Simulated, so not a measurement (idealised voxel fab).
Title: Process Module voxel self aligned vias
Section shown: cut. Width: 230 nm. Cell size: 5 nm, square.
Cross-section = grid of square cells, listed top down in bands; band = one or more rows.
Per band: top height and bottom height in nm, followed by the left-to-right materials and their widths in nm; "full width" marks a single material spanning edge to edge, "blank" marks empty space.
The level at which height equals 0 is the one under which the wafer, as it arrives, is entirely one material. No lower edge exists for the bottom band, which continues downward and is notated as in "z 0 and below".
You'd read "30..40" like this: the band's top row of cells is as wide as the first number, its bottom row is as wide as the second, and going down, every row changes width by the same amount as the row before did.
Where the words "nothing got changed" appear for a step, the cross-section shows no cell changed by that step; every cell remained as before.
The entry titled "Fully enclosed voids" provides the empty spaces that have no open way to the top, restricted to those of 8 cells or more. Each is presented as width x height at distance, the distance being measured from the left edge, with all three in nm.
Where a step's line continues beyond its settings, the continuation is a remark by the simulator itself on that step.
overlay nm: for a step with a mask, the amount by which the mask lay right of where it was planned; a negative amount means left of it.

**List of planned process steps**
1,RECEIVE with material Si
2,CONFORMAL_DEP with material SiO2, thk nm 15
3,CONFORMAL_DEP with material SiCN, thk nm 5
4,DIRECTIONAL_DEP with material lowk, thk nm 20
5,MASKED_ETCH with tone open, mask id LINES, width nm 30, pitch nm 55, etch materials lowk, depth nm 20, overlay nm 0
6,CONFORMAL_DEP with material TiN, thk nm 5
7,FILL_DEP with material W, thk nm 10
8,CMP with height nm 40
9,SELECTIVE_ETCH with etch materials W Ru TiN, depth nm 5
10,FILL_DEP with material SiN, thk nm 10
11,CMP with height nm 40
12,DIRECTIONAL_DEP with material lowk, thk nm 20
13,DIRECTIONAL_DEP with material aC, thk nm 15
14,PATTERN with tone open, mask id VIAS, material resist, width nm 40, thk nm 30, overlay nm 0
15,DIRECTIONAL_ETCH with etch materials aC, depth nm 15
16,STRIP with etch materials resist
17,DIRECTIONAL_ETCH with etch materials lowk, depth nm 20
18,DIRECTIONAL_ETCH with etch materials SiN, depth nm 5
19,STRIP with etch materials aC
20,CONFORMAL_DEP with material TiN, thk nm 5
21,FILL_DEP with material W, thk nm 10
22,CMP with height nm 60
23,CONFORMAL_DEP with material SiN, thk nm 5

**The cross-section here shows the wafer as received, i.e. in its state after step 1**
  z 0 and below  Si full width
  Fully enclosed voids: none

**As-planned run: cross-section of the first of two wafers at end of module**
  z 65 to 60  SiN full width
  z 60 to 45  lowk=65 | TiN=5 | W=30 | TiN=5 | lowk=125
  z 45 to 40  lowk=65 | TiN=10 | W=20 | TiN=10 | lowk=125
  z 40 to 35  lowk=70 | TiN=30 | lowk=25 | SiN=30 | lowk=75
  z 35 to 25  lowk=70 | TiN=5 | W=20 | TiN=5 | lowk=25 | TiN=5 | W=20 | TiN=5 | lowk=75
  z 25 to 20  lowk=70 | TiN=30 | lowk=25 | TiN=30 | lowk=75
  z 20 to 15  SiCN full width
  z 15 to 0  SiO2 full width
  z 0 and below  Si full width
  Fully enclosed voids: none

**End of module, second wafer, cross-section. Started like the first, planned like the first, run with one mistake**
  z 65 to 60  SiN full width
  z 60 to 40  lowk=65 | TiN=5 | W=30 | TiN=5 | lowk=125
  z 40 to 35  SiN=65 | TiN=40 | SiN=125
  z 35 to 30  TiN=75 | W=20 | TiN=35 | W=20 | TiN=80
  z 30 to 15  lowk=70 | TiN=5 | W=20 | TiN=5 | lowk=25 | TiN=5 | W=20 | TiN=5 | lowk=75
  z 15 to 10  lowk=70 | TiN=30 | lowk=25 | TiN=30 | lowk=75
  z 10 to 5  SiCN full width
  z 5 to 0  SiO2 full width
  z 0 and below  Si full width
  Fully enclosed voids: none
Processing error: step 2 ran with different settings than intended, the actual operation and settings being CONFORMAL_DEP with material SiO2, thk nm 5
Final wafer comparison in cells, second versus first, more or fewer per material: +32 SiN; -92 SiO2; +42 TiN; +18 W
